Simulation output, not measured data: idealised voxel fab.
process module | voxel self aligned contacts
cross-section cut | 240 nm wide | cells 5 nm
A cross-section is a grid of square cells, given in bands from the top down. A band is one or more rows of cells.
Each band's line starts with the height of the band's top and of its bottom, in nm. Then come its materials from left to right, each with its width in nm. One material with "throughout" fills the band from edge to edge. "air" is empty space.
Height 0 is the level under which the wafer as received is all one material. The lowest band goes on downwards, as in "0 down".
A width such as "30 to 40" changes by the same amount from each row of cells to the next, from the band's top row to its bottom row.
"no change" after a step means that no cell of the cross-section changed.
closed voids: empty space of 8 cells or more with no open way to the top, each as width x height at its distance from the left edge, in nm
after a step's settings: what the simulator itself notes on the step
overlay nm, on a step with a mask: how far to the right of its planned place the mask lay; to the left if negative
plan
1 op RECEIVE | material Si
2 op CONFORMAL_DEP | material SiO2 | thk nm 5
3 op DIRECTIONAL_DEP | material polySi | thk nm 20
4 op DIRECTIONAL_DEP | material SiN | thk nm 20
5 op MASKED_ETCH | tone cover | mask id GATE | width nm 25 | pitch nm 65 | etch materials SiN | depth nm 20 | overlay nm 0
6 op MASKED_ETCH | tone cover | mask id GATE | width nm 25 | pitch nm 65 | etch materials polySi | depth nm 20 | overlay nm 0
7 op CONFORMAL_DEP | material SiN | thk nm 10
8 op DIRECTIONAL_ETCH | etch materials SiN | depth nm 10
9 op FILL_DEP | material SiO2 | thk nm 10
10 op CMP | height nm 50
11 op DIRECTIONAL_DEP | material aC | thk nm 15
12 op PATTERN | tone open | mask id CONTACT | material resist | width nm 50 | pitch nm 65 | thk nm 30 | overlay nm 0
13 op DIRECTIONAL_ETCH | etch materials aC | depth nm 15
14 op STRIP | etch materials resist
15 op DIRECTIONAL_ETCH | etch materials SiO2 | depth nm 50
16 op STRIP | etch materials aC
17 op CONFORMAL_DEP | material TiN | thk nm 5
18 op FILL_DEP | material Ru | thk nm 10
19 op CMP | height nm 50
20 op CONFORMAL_DEP | material SiN | thk nm 5
as received, after step 1
  0 down: Si throughout
  closed voids: none
first wafer at the end, as planned
  55 to 50: SiN throughout
  50 to 45: SiO2 60 | TiN 20 | Ru 10 | TiN 20 | SiO2 15 | TiN 20 | Ru 10 | TiN 20 | SiO2 65
  45 to 25: SiO2 30 | SiN 45 | TiN 5 | Ru 10 | TiN 5 | SiN 45 | TiN 5 | Ru 10 | TiN 5 | SiN 45 | SiO2 35
  25 to 5: SiO2 30 | SiN 10 | polySi 25 | SiN 10 | TiN 5 | Ru 10 | TiN 5 | SiN 10 | polySi 25 | SiN 10 | TiN 5 | Ru 10 | TiN 5 | SiN 10 | polySi 25 | SiN 10 | SiO2 35
  5 to 0: SiO2 75 | TiN 20 | SiO2 45 | TiN 20 | SiO2 80
  0 down: Si throughout
  closed voids: none
second wafer at the end: like start, like plan, one mistake
  55 to 50: SiN throughout
  50 to 40: SiO2 60 | TiN 5 to 20 | Ru 40 to 10 | TiN 5 to 20 | SiO2 15 | TiN 5 to 20 | Ru 40 to 10 | TiN 5 to 20 | SiO2 65
  40 to 20: SiO2 30 | SiN 45 | TiN 5 | Ru 10 | TiN 5 | SiN 45 | TiN 5 | Ru 10 | TiN 5 | SiN 45 | SiO2 35
  20 to 5: SiO2 30 | SiN 10 | polySi 25 | SiN 10 | TiN 5 | Ru 10 | TiN 5 | SiN 10 | polySi 25 | SiN 10 | TiN 5 | Ru 10 | TiN 5 | SiN 10 | polySi 25 | SiN 10 | SiO2 35
  5 to 0: SiO2 30 | SiN 10 | polySi 25 | SiN 10 | TiN 20 | SiN 10 | polySi 25 | SiN 10 | TiN 20 | SiN 10 | polySi 25 | SiN 10 | SiO2 35
  0 down: Si throughout
  closed voids: none
what went wrong: step 2 was left out
at the end the second wafer has, in cells: 12 more of Ru | 12 fewer of SiO2
